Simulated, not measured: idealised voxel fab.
Process module under the name voxel wiring stack
Section cut is 270 nm wide and gridded with 5 nm square cells.
Cross-section = grid of square cells, listed top down in bands; band = one or more rows. In this notation a band is specified by the heights of its top and bottom, in that order and in nm, after which its materials appear from left to right, each paired with its width in nm. The word "all across" attached to a single material means that material fills the band from edge to edge; the word "empty" stands for empty space. Heights are measured from 0, the level below which the as-received wafer is all one material; the lowest band has no bottom and continues downward, written as in "0 down". Quick explanation for "30->40": the width changes in equal steps down the rows of cells, from the first number in the band's top row to the second number in its bottom row. "nothing changed", as given for a step, is the statement that not any cell of the cross-section underwent a change during that step. In "Unvented internal voids" the enclosed voids are listed, meaning empty spaces of 8 cells or larger without any opening to the top. The form is width x height at distance, distance from the left edge, units nm. On a step's line, text after the settings is the simulator commenting on that step. The line of a step may include "overlay nm". On a step with a mask, this value is how far to the right of its planned place the mask lay. A negative value means the mask lay to the left.
Intended process steps
1) RECEIVE, material Si
2) CONFORMAL_DEP, material SiO2, thk nm 10
3) CONFORMAL_DEP, material SiCN, thk nm 5
4) DIRECTIONAL_DEP, material SiO2, thk nm 20
5) MASKED_ETCH, tone open, mask id METAL_1, width nm 20, pitch nm 45, etch materials SiO2, depth nm 20, overlay nm 0
6) MASKED_ETCH, tone open, mask id METAL_1, width nm 20, pitch nm 45, etch materials SiCN, depth nm 5, overlay nm 0
7) CONFORMAL_DEP, material TiN, thk nm 5
8) FILL_DEP, material Cu, thk nm 10
9) CMP, height nm 35
10) CONFORMAL_DEP, material SiCN, thk nm 5
11) DIRECTIONAL_DEP, material SiO2, thk nm 30
12) PATTERN, tone open, mask id METAL_2_HOLES, material resist, width nm 15, pitch nm 90, thk nm 15, overlay nm 0
13) DIRECTIONAL_ETCH, etch materials SiO2, depth nm 30
14) STRIP, etch materials resist
15) DIRECTIONAL_DEP, material aC, thk nm 10
16) PATTERN, tone open, mask id METAL_2, material resist, width nm 20, pitch nm 45, thk nm 25, overlay nm 0
17) DIRECTIONAL_ETCH, etch materials aC, depth nm 10
18) STRIP, etch materials resist
19) DIRECTIONAL_ETCH, etch materials SiO2, depth nm 20
20) DIRECTIONAL_ETCH, etch materials SiCN, depth nm 5
21) STRIP, etch materials aC
22) CONFORMAL_DEP, material TiN, thk nm 5
23) FILL_DEP, material Cu, thk nm 5
24) CMP, height nm 70
25) CONFORMAL_DEP, material SiCN, thk nm 5
26) DIRECTIONAL_DEP, material SiO2, thk nm 35
27) PATTERN, tone open, mask id METAL_3_HOLES, material resist, width nm 15, pitch nm 45, thk nm 15, overlay nm 0
28) DIRECTIONAL_ETCH, etch materials SiO2, depth nm 35
29) STRIP, etch materials resist
30) PATTERN, tone open, mask id METAL_3, material resist, width nm 20, pitch nm 45, thk nm 15, overlay nm -15
31) DIRECTIONAL_ETCH, etch materials SiO2, depth nm 20
32) DIRECTIONAL_ETCH, etch materials SiCN, depth nm 5
33) STRIP, etch materials resist
34) CONFORMAL_DEP, material TiN, thk nm 5
35) FILL_DEP, material Cu, thk nm 5
36) CMP, height nm 110
37) CONFORMAL_DEP, material SiCN, thk nm 5
38) DIRECTIONAL_DEP, material SiO2, thk nm 20
39) DIRECTIONAL_DEP, material aC, thk nm 15
40) PATTERN, tone open, mask id PLUG_3, material resist, width nm 15, pitch nm 90, thk nm 35, overlay nm 0
41) DIRECTIONAL_ETCH, etch materials aC, depth nm 15
42) STRIP, etch materials resist
43) DIRECTIONAL_ETCH, etch materials SiO2, depth nm 20
44) DIRECTIONAL_ETCH, etch materials SiCN, depth nm 5
45) STRIP, etch materials aC
46) CONFORMAL_DEP, material TiN, thk nm 5
47) FILL_DEP, material Cu, thk nm 5
48) CMP, height nm 135
49) DIRECTIONAL_DEP, material TiN, thk nm 5
50) DIRECTIONAL_DEP, material Ru, thk nm 25
51) PATTERN, tone cover, mask id METAL_4, material resist, width nm 20, pitch nm 45, thk nm 20, overlay nm 0
52) DIRECTIONAL_ETCH, etch materials Ru, depth nm 25
53) DIRECTIONAL_ETCH, etch materials TiN, depth nm 5
54) STRIP, etch materials resist
55) FILL_DEP, material SiO2, thk nm 5
56) CMP, height nm 165
57) CONFORMAL_DEP, material SiCN, thk nm 5
The wafers in this document start out alike and differ in the overlay nm applied at step 30; the plan shows the value used for the first wafer.
As-received state after step 1, first of several wafers, cross-section
> 0 down | Si all across
> Unvented internal voids: none
Here is how to read the rows: every wafer has a row, and it shows the wafer at the end of the module, giving for each material how many cells were gained (+) or lost (-) since the wafer was received, then listing its closed voids
overlay nm -15 | +130 Cu | +80 Ru | +238 SiCN | +1174 SiO2 | +214 TiN | Unvented internal voids: none
overlay nm -10 | +118 Cu | +80 Ru | +234 SiCN | +1190 SiO2 | +214 TiN | Unvented internal voids: none
overlay nm -5 | +110 Cu | +80 Ru | +230 SiCN | +1206 SiO2 | +210 TiN | Unvented internal voids: none
overlay nm 0 | +110 Cu | +80 Ru | +230 SiCN | +1206 SiO2 | +210 TiN | Unvented internal voids: none
overlay nm 5 | +118 Cu | +80 Ru | +234 SiCN | +1190 SiO2 | +214 TiN | Unvented internal voids: none
overlay nm 10 | +130 Cu | +80 Ru | +238 SiCN | +1174 SiO2 | +214 TiN | Unvented internal voids: none
overlay nm 15 | +142 Cu | +80 Ru | +242 SiCN | +1158 SiO2 | +214 TiN | Unvented internal voids: none
